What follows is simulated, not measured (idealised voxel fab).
Herein follows the process module entitled voxel wiring stack.
Square cells of 5 nm make up the cross-section cut, whose width is 165 nm.
Cross-section, as written here: a square-cell grid given band by band from the top down, where a band holds one or more rows of cells.
What a band's entry tells you: where the top is and where the bottom is, as heights in nm, and after that what lies inside, material by material from left to right, each with its width in nm. Empty space is written as the word "air", and a single material marked with the word "throughout" occupies the band from edge to edge.
Height 0 is the level under which the wafer as received is all one material. The lowest band goes on downwards, as in "0..down".
A width given as "30->40" starts at the first number in the band's top row and ends at the second number in its bottom row, shifting by an equal amount at every step from row to row.
Basically "nothing altered" means that step didn't change any cell in the cross-section.
In the "Closed-off voids" entry, you get each enclosed empty space of 8 cells or more, one with no open way to the top, written width x height at distance, distance from the left edge, in nm.
Formally, on a step line, whatever follows the settings is a remark that the simulator itself makes on the step.
"overlay nm" answers the question of how far to the right of plan the mask lay on a step that has a mask, and when it is negative the answer is to the left.

-- Listed below are the process steps as planned
1 RECEIVE: material Si
2 CONFORMAL_DEP: material SiO2, thk nm 10
3 CONFORMAL_DEP: material SiCN, thk nm 5
4 DIRECTIONAL_DEP: material lowk, thk nm 20
5 MASKED_ETCH: tone open, mask id METAL_1, width nm 20, pitch nm 35, etch materials lowk, depth nm 20, overlay nm 0
6 MASKED_ETCH: tone open, mask id METAL_1, width nm 20, pitch nm 35, etch materials SiCN, depth nm 5, overlay nm 0
7 CONFORMAL_DEP: material TiN, thk nm 5
8 FILL_DEP: material Ru, thk nm 10
9 CMP: height nm 35
10 CONFORMAL_DEP: material SiCN, thk nm 5
11 DIRECTIONAL_DEP: material SiO2, thk nm 35
12 MASKED_ETCH: tone open, mask id METAL_2, width nm 20, pitch nm 35, etch materials SiO2, depth nm 20, overlay nm 0
13 MASKED_ETCH: tone open, mask id METAL_2_HOLES, width nm 15, pitch nm 70, etch materials SiO2, depth nm 15, overlay nm 0
14 MASKED_ETCH: tone open, mask id METAL_2_HOLES, width nm 15, pitch nm 70, etch materials SiCN, depth nm 5, overlay nm 0
15 CONFORMAL_DEP: material TiN, thk nm 5
16 FILL_DEP: material Cu, thk nm 5
17 CMP: height nm 75
18 CONFORMAL_DEP: material SiCN, thk nm 5

-- Here's what the wafer looked like in cross-section when it arrived - that's after step 1
- 0..down = Si throughout
- Closed-off voids: none

-- Wafer at module end, in section. Began as above, planned as above, run with one mistake
- 80..75 = SiCN throughout
- 75..65 = SiO2=35 | TiN=5 | Cu=10 | TiN=5 | SiO2=20 | TiN=5 | Cu=5 | TiN=5 | SiO2=15 | TiN=5 | Cu=10 | TiN=5 | SiO2=40
- 65..60 = SiO2=35 | TiN=10 | Cu=5 | TiN=5 | SiO2=20 | TiN=5 | Cu=5 | TiN=5 | SiO2=15 | TiN=10 | Cu=5 | TiN=5 | SiO2=40
- 60..55 = SiO2=40 | TiN=15 | SiO2=20 | TiN=15 | SiO2=20 | TiN=15 | SiO2=40
- 55..40 = SiO2=40 | TiN=10 | SiO2=60 | TiN=10 | SiO2=45
- 40..35 = SiCN=40 | TiN=10 | SiCN=60 | TiN=10 | SiCN=45
- 35..15 = lowk=35 | TiN=5 | Ru=10 | TiN=5 | lowk=15 | TiN=5 | Ru=10 | TiN=5 | lowk=15 | TiN=5 | Ru=10 | TiN=5 | lowk=40
- 15..10 = SiCN=35 | TiN=20 | SiCN=15 | TiN=20 | SiCN=15 | TiN=20 | SiCN=40
- 10..0 = SiO2 throughout
- 0..down = Si throughout
- Closed-off voids: none
Which mistake was made when the wafer was run? planned and actual differ for step 12; actual: MASKED_ETCH: tone open, mask id METAL_2, width nm 15, pitch nm 35, etch materials SiO2, depth nm 20, overlay nm 0
